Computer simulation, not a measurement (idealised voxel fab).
Title: Process Module voxel fin reveal
FYI the section here is cut, 185 nm wide, cells are 5 nm squares.
Cross-section format: a grid of square cells, given as bands from top to bottom; each band is one or more rows of cells.
Top height, bottom height, nm. Materials left to right, width each, nm. Single material + "throughout" = fills band edge to edge. "empty" = empty.
Heights from 0 (as-received wafer is one material below). Bottom band endless downward, as "top 0, no bottom".
With a width like "30->40", each row of cells in the band differs from the next by the same amount, the top row carrying the first number and the bottom row the second.
Step note "no modification" = no cross-section cell changed.
"Trapped void list" - sealed voids, min. 8 cells, no opening to top; format: width x height at distance (distance from left edge; nm throughout).
Step line, after settings: the simulator's comment on this step.
overlay nm, on a step with a mask: how far to the right of its planned place the mask lay; to the left if negative

List of planned process steps:
1,RECEIVE: material Si
2,CONFORMAL_DEP: material SiN, thk nm 5
3,DIRECTIONAL_DEP: material aC, thk nm 15
4,PATTERN: tone cover, mask id FINS, material resist, width nm 15, pitch nm 45, thk nm 35, overlay nm 0
5,DIRECTIONAL_ETCH: etch materials aC, depth nm 15
6,STRIP: etch materials resist
7,DIRECTIONAL_ETCH: etch materials SiN, depth nm 5
8,DIRECTIONAL_ETCH: etch materials Si, depth nm 35
9,STRIP: etch materials aC
10,OXIDIZE: depth nm 5
11,FILL_DEP: material SiO2, thk nm 10
12,CMP: height nm 5
13,SELECTIVE_ETCH: etch materials SiO2, depth nm 20
14,STRIP: etch materials SiN
15,CONFORMAL_DEP: material SiO2, thk nm 5

As-received wafer cross-section (after step 1):
* top 0, no bottom: Si throughout
* Trapped void list: none

Starting wafer: above. Plan: above. Run: one mistake. Cross-section after the module: below:
* top 5, bottom 0: empty 60; SiO2 15; empty 30; SiO2 15; empty 65
* top 0, bottom -10: empty 60; SiO2 5; Si 5; SiO2 5; empty 30; SiO2 5; Si 5; SiO2 5; empty 65
* top -10, bottom -15: SiO2 45; empty 15; SiO2 5; Si 5; SiO2 5; empty 30; SiO2 5; Si 5; SiO2 5; empty 15; SiO2 50
* top -15, bottom -40: SiO2 65; Si 5; SiO2 40; Si 5; SiO2 70
* top -40, no bottom: Si throughout
* Trapped void list: none
The plan and the run diverged here: steps 13 and 14: order swapped relative to plan
